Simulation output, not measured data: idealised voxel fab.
Title: Process Module voxel spacer lines
The cross-section on display is named cut; it measures 160 nm wide, and its cells are 5 nm squares.
Cross-section layout: square cells on a grid; listed as bands, top to bottom; a band spans one or more cell rows. Band: top and bottom heights (nm) first, top before bottom; then materials from left to right, widths in nm. "everywhere" marks a sole material filling the band edge to edge. "air" denotes empty space. Height reference: 0 = level under which incoming wafer is all one material. Lowest band: no bottom, runs on downward, e.g. "0 and below". A two-number width, for instance "30->40", indicates that the width is equal to the first number in the top row of the band and to the second number in the bottom row, and that it changes by a constant amount per row of cells. "no modification" -> step changed no cross-section cell. Voids not open to the top, 8 cells minimum: see "Entrapped void list". Written width x height at distance; distance is from the left edge; nm. after a step's settings: what the simulator itself notes on the step. overlay nm: right-of-plan distance of the mask on a masked step; negative values mean left-of-plan.
This section lists the process steps that were planned
1) op RECEIVE | material Si
2) op CONFORMAL_DEP | material Al2O3 | thk nm 5
3) op DIRECTIONAL_DEP | material W | thk nm 15
4) op DIRECTIONAL_DEP | material aC | thk nm 20
5) op PATTERN | tone cover | mask id MANDREL | material resist | width nm 20 | pitch nm 60 | thk nm 25 | overlay nm 0
6) op DIRECTIONAL_ETCH | etch materials aC | depth nm 20
7) op STRIP | etch materials resist
8) op CONFORMAL_DEP | material SiO2 | thk nm 10
9) op DIRECTIONAL_ETCH | etch materials SiO2 | depth nm 10
10) op STRIP | etch materials aC
11) op DIRECTIONAL_ETCH | etch materials W | depth nm 15
12) op STRIP | etch materials SiO2
What follows covers the first of two wafers; it ran as planned
As-received wafer cross-section (after step 1)
* 0 and below  Si everywhere
* Entrapped void list: none
Cross-section: wafer state after step 2
* 5 down to 0  Al2O3 everywhere
* All layers under 0 are left as they were.
Cross-section: wafer state after step 3
* 20 down to 5  W everywhere
* All layers under 5 are left as they were.
Cross-section: wafer state after step 4
* 40 down to 20  aC everywhere
* All layers under 20 are left as they were.
Cross-section: wafer state after step 5
* 65 down to 40  air 40 nm, resist 20 nm, air 40 nm, resist 20 nm, air 40 nm
* All layers under 40 are left as they were.
Cross-section: wafer state after step 6
* 45 down to 40  air 40 nm, resist 20 nm, air 40 nm, resist 20 nm, air 40 nm
* 40 down to 20  air 40 nm, aC 20 nm, air 40 nm, aC 20 nm, air 40 nm
* All layers under 20 are left as they were.
Cross-section: wafer state after step 7
* 40 down to 20  air 40 nm, aC 20 nm, air 40 nm, aC 20 nm, air 40 nm
* All layers under 20 are left as they were.
Cross-section: wafer state after step 8
* 50 down to 40  air 30 nm, SiO2 40 nm, air 20 nm, SiO2 40 nm, air 30 nm
* 40 down to 30  air 30 nm, SiO2 10 nm, aC 20 nm, SiO2 10 nm, air 20 nm, SiO2 10 nm, aC 20 nm, SiO2 10 nm, air 30 nm
* 30 down to 20  SiO2 40 nm, aC 20 nm, SiO2 40 nm, aC 20 nm, SiO2 40 nm
* All layers under 20 are left as they were.
Cross-section: wafer state after step 9
* 40 down to 20  air 30 nm, SiO2 10 nm, aC 20 nm, SiO2 10 nm, air 20 nm, SiO2 10 nm, aC 20 nm, SiO2 10 nm, air 30 nm
* All layers under 20 are left as they were.
Cross-section: wafer state after step 10
* 40 down to 20  air 30 nm, SiO2 10 nm, air 20 nm, SiO2 10 nm, air 20 nm, SiO2 10 nm, air 20 nm, SiO2 10 nm, air 30 nm
* All layers under 20 are left as they were.
Cross-section: wafer state after step 11
* 40 down to 20  air 30 nm, SiO2 10 nm, air 20 nm, SiO2 10 nm, air 20 nm, SiO2 10 nm, air 20 nm, SiO2 10 nm, air 30 nm
* 20 down to 5  air 30 nm, W 10 nm, air 20 nm, W 10 nm, air 20 nm, W 10 nm, air 20 nm, W 10 nm, air 30 nm
* All layers under 5 are left as they were.
Cross-section: wafer state after step 12
* 20 down to 5  air 30 nm, W 10 nm, air 20 nm, W 10 nm, air 20 nm, W 10 nm, air 20 nm, W 10 nm, air 30 nm
* All layers under 5 are left as they were.
Wafer two: like wafer one in start and plan, but with one mistake in execution; identical up to and including step 2
when step 3 should have ended
* 35 down to 5  W everywhere
* All layers under 5 are left as they were.
when step 4 should have ended
* 55 down to 35  aC everywhere
* All layers under 35 are left as they were.
when step 5 should have ended
* 80 down to 55  air 40 nm, resist 20 nm, air 40 nm, resist 20 nm, air 40 nm
* All layers under 55 are left as they were.
when step 6 should have ended
* 60 down to 55  air 40 nm, resist 20 nm, air 40 nm, resist 20 nm, air 40 nm
* 55 down to 35  air 40 nm, aC 20 nm, air 40 nm, aC 20 nm, air 40 nm
* All layers under 35 are left as they were.
when step 7 should have ended
* 55 down to 35  air 40 nm, aC 20 nm, air 40 nm, aC 20 nm, air 40 nm
* All layers under 35 are left as they were.
when step 8 should have ended
* 65 down to 55  air 30 nm, SiO2 40 nm, air 20 nm, SiO2 40 nm, air 30 nm
* 55 down to 45  air 30 nm, SiO2 10 nm, aC 20 nm, SiO2 10 nm, air 20 nm, SiO2 10 nm, aC 20 nm, SiO2 10 nm, air 30 nm
* 45 down to 35  SiO2 40 nm, aC 20 nm, SiO2 40 nm, aC 20 nm, SiO2 40 nm
* All layers under 35 are left as they were.
when step 9 should have ended
* 55 down to 35  air 30 nm, SiO2 10 nm, aC 20 nm, SiO2 10 nm, air 20 nm, SiO2 10 nm, aC 20 nm, SiO2 10 nm, air 30 nm
* All layers under 35 are left as they were.
when step 10 should have ended
* 55 down to 35  air 30 nm, SiO2 10 nm, air 20 nm, SiO2 10 nm, air 20 nm, SiO2 10 nm, air 20 nm, SiO2 10 nm, air 30 nm
* All layers under 35 are left as they were.
when step 11 should have ended
* 55 down to 35  air 30 nm, SiO2 10 nm, air 20 nm, SiO2 10 nm, air 20 nm, SiO2 10 nm, air 20 nm, SiO2 10 nm, air 30 nm
* 35 down to 20  air 30 nm, W 10 nm, air 20 nm, W 10 nm, air 20 nm, W 10 nm, air 20 nm, W 10 nm, air 30 nm
* All layers under 20 are left as they were.
when step 12 should have ended
* 35 down to 20  air 30 nm, W 10 nm, air 20 nm, W 10 nm, air 20 nm, W 10 nm, air 20 nm, W 10 nm, air 30 nm
* All layers under 20 are left as they were.
Nonconformance to the process plan: step 3 of the plan was performed twice
Looking at both finished wafers in cells, the second ends up ahead of or behind the first on some materials: 96 more of W
